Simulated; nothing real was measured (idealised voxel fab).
Documented hereafter: the process module known as voxel air gaps.
FYI the section here is cut, 215 nm wide, cells are 5 nm squares.
If you're reading a cross-section in this doc, picture square cells in a grid; it comes to you as bands, top ones listed first down to the bottom, and a band can be one or more rows of cells.
For a band, the entry starts with two heights in nm, that of the top and then that of the bottom, and carries on with the band's materials in order from left to right, each alongside its width in nm; the word "everywhere" beside a single material means it fills the band edge to edge, and "empty" means empty space.
Heights are measured from 0, the level below which the as-received wafer is all one material; the lowest band has no bottom and continues downward, written as in "0 down".
With a width like "30->40", each row of cells in the band differs from the next by the same amount, the top row carrying the first number and the bottom row the second.
"all unchanged", as given for a step, is the statement that not any cell of the cross-section underwent a change during that step.
Reported under the label "Encapsulated voids" are the empty spaces having no open way to the top and comprising 8 cells or more; the notation for each is width x height at distance, in which the distance is measured from the left edge and all three values are in nm.
On a step's line, text after the settings is the simulator commenting on that step.
overlay nm, on a step with a mask: how far to the right of its planned place the mask lay; to the left if negative

These are the steps we planned for the process:
1: op RECEIVE | material Si
2: op CONFORMAL_DEP | material SiO2 | thk nm 10
3: op CONFORMAL_DEP | material SiCN | thk nm 5
4: op DIRECTIONAL_DEP | material lowk | thk nm 40
5: op DIRECTIONAL_DEP | material aC | thk nm 10
6: op PATTERN | tone open | mask id LINES | material resist | width nm 20 | pitch nm 50 | thk nm 30 | overlay nm 0
7: op DIRECTIONAL_ETCH | etch materials aC | depth nm 10
8: op STRIP | etch materials resist
9: op DIRECTIONAL_ETCH | etch materials lowk | depth nm 40
10: op STRIP | etch materials aC
11: op CONFORMAL_DEP | material TiN | thk nm 5
12: op FILL_DEP | material Cu | thk nm 5
13: op CMP | height nm 55
14: op EPI | material Ru | thk nm 10
15: op SELECTIVE_ETCH | etch materials lowk | depth nm 50
16: op CONFORMAL_DEP | material SiCN | thk nm 5

Step 1 complete: cross-section of the wafer as received:
    0 down: Si everywhere
    Encapsulated voids: none

first wafer at the end, as planned:
    70 to 65: empty: 30 | SiCN: 150 | empty: 35
    65 to 55: empty: 30 | SiCN: 5 | Ru: 40 | SiCN: 10 | Ru: 40 | SiCN: 10 | Ru: 40 | SiCN: 5 | empty: 35
    55 to 50: empty: 30 | SiCN: 15 | TiN: 5 | Cu: 10 | TiN: 5 | SiCN: 30 | TiN: 5 | Cu: 10 | TiN: 5 | SiCN: 30 | TiN: 5 | Cu: 10 | TiN: 5 | SiCN: 15 | empty: 35
    50 to 20: empty: 40 | SiCN: 5 | TiN: 5 | Cu: 10 | TiN: 5 | SiCN: 5 | empty: 20 | SiCN: 5 | TiN: 5 | Cu: 10 | TiN: 5 | SiCN: 5 | empty: 20 | SiCN: 5 | TiN: 5 | Cu: 10 | TiN: 5 | SiCN: 5 | empty: 45
    20 to 15: SiCN: 45 | TiN: 20 | SiCN: 30 | TiN: 20 | SiCN: 30 | TiN: 20 | SiCN: 50
    15 to 10: SiCN everywhere
    10 to 0: SiO2 everywhere
    0 down: Si everywhere
    Encapsulated voids: 20 x 30 at 70; 20 x 30 at 120

Here is the second of the two wafers cut open at the end of the module - same start, same plan as the first one, but we made one mistake running it:
    65 to 55: empty: 35 | Ru: 40 | empty: 10 | Ru: 40 | empty: 10 | Ru: 40 | empty: 40
    55 to 20: empty: 45 | TiN: 5 | Cu: 10 | TiN: 5 | empty: 30 | TiN: 5 | Cu: 10 | TiN: 5 | empty: 30 | TiN: 5 | Cu: 10 | TiN: 5 | empty: 50
    20 to 15: empty: 45 | TiN: 20 | empty: 30 | TiN: 20 | empty: 30 | TiN: 20 | empty: 50
    15 to 10: SiCN everywhere
    10 to 0: SiO2 everywhere
    0 down: Si everywhere
    Encapsulated voids: none
So what did we get wrong on this run? the plan's step 16 went unexecuted, having been skipped
Materials where the second wafer ends with more or fewer cells than the first: -127 SiCN
At the end, the first wafer has 2 closed voids and the second wafer has 0.
